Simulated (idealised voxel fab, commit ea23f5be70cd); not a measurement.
process module | voxel ribs on slabs
cross-section cut | 150 nm wide | cells 5 nm
A cross-section is a grid of square cells, given in bands from the top down. A band is one or more rows of cells.
Each band's line starts with the height of the band's top and of its bottom, in nm. Then come its materials from left to right, each with its width in nm. One material with "throughout" fills the band from edge to edge. "air" is empty space.
Height 0 is the level under which the wafer as received is all one material. The lowest band goes on downwards, as in "0 down".
A width such as "30 to 40" changes by the same amount from each row of cells to the next, from the band's top row to its bottom row.
"no change" after a step means that no cell of the cross-section changed.
closed voids: empty space of 8 cells or more with no open way to the top, each as width x height at its distance from the left edge, in nm
after a step's settings: what the simulator itself notes on the step
overlay nm, on a step with a mask: how far to the right of its planned place the mask lay; to the left if negative
plan
1 op RECEIVE | material Si
2 op DIRECTIONAL_DEP | material SiO2 | thk nm 20
3 op DIRECTIONAL_DEP | material SiN | thk nm 25
4 op PATTERN | tone cover | mask id RIB | material resist | width nm 30 | thk nm 20 | overlay nm 0
5 op DIRECTIONAL_ETCH | etch materials SiN | depth nm 10
6 op STRIP | etch materials resist
7 op PATTERN | tone cover | mask id SLAB | material resist | width nm 80 | thk nm 20 | overlay nm 0
8 op DIRECTIONAL_ETCH | etch materials SiN | depth nm 15
9 op STRIP | etch materials resist
10 op FILL_DEP | material SiO2 | thk nm 30
11 op CMP | height nm 65
12 op DIRECTIONAL_DEP | material W | thk nm 5
13 op MASKED_ETCH | tone cover | mask id HEATER | width nm 40 | etch materials W | depth nm 5 | overlay nm 0
14 op CONFORMAL_DEP | material SiO2 | thk nm 5
varied across the wafers: thk nm of step 14. The plan shows the first wafer's value. All wafers start alike
first wafer as received, after step 1
  0 down: Si throughout
  closed voids: none
each wafer at the end: cells of each material gained (+) or lost (-) since it was received, then its closed voids
thk nm 5 | +60 SiN | +362 SiO2 | +8 W | closed voids: none
thk nm 10 | +60 SiN | +394 SiO2 | +8 W | closed voids: none
thk nm 15 | +60 SiN | +426 SiO2 | +8 W | closed voids: none
thk nm 20 | +60 SiN | +458 SiO2 | +8 W | closed voids: none
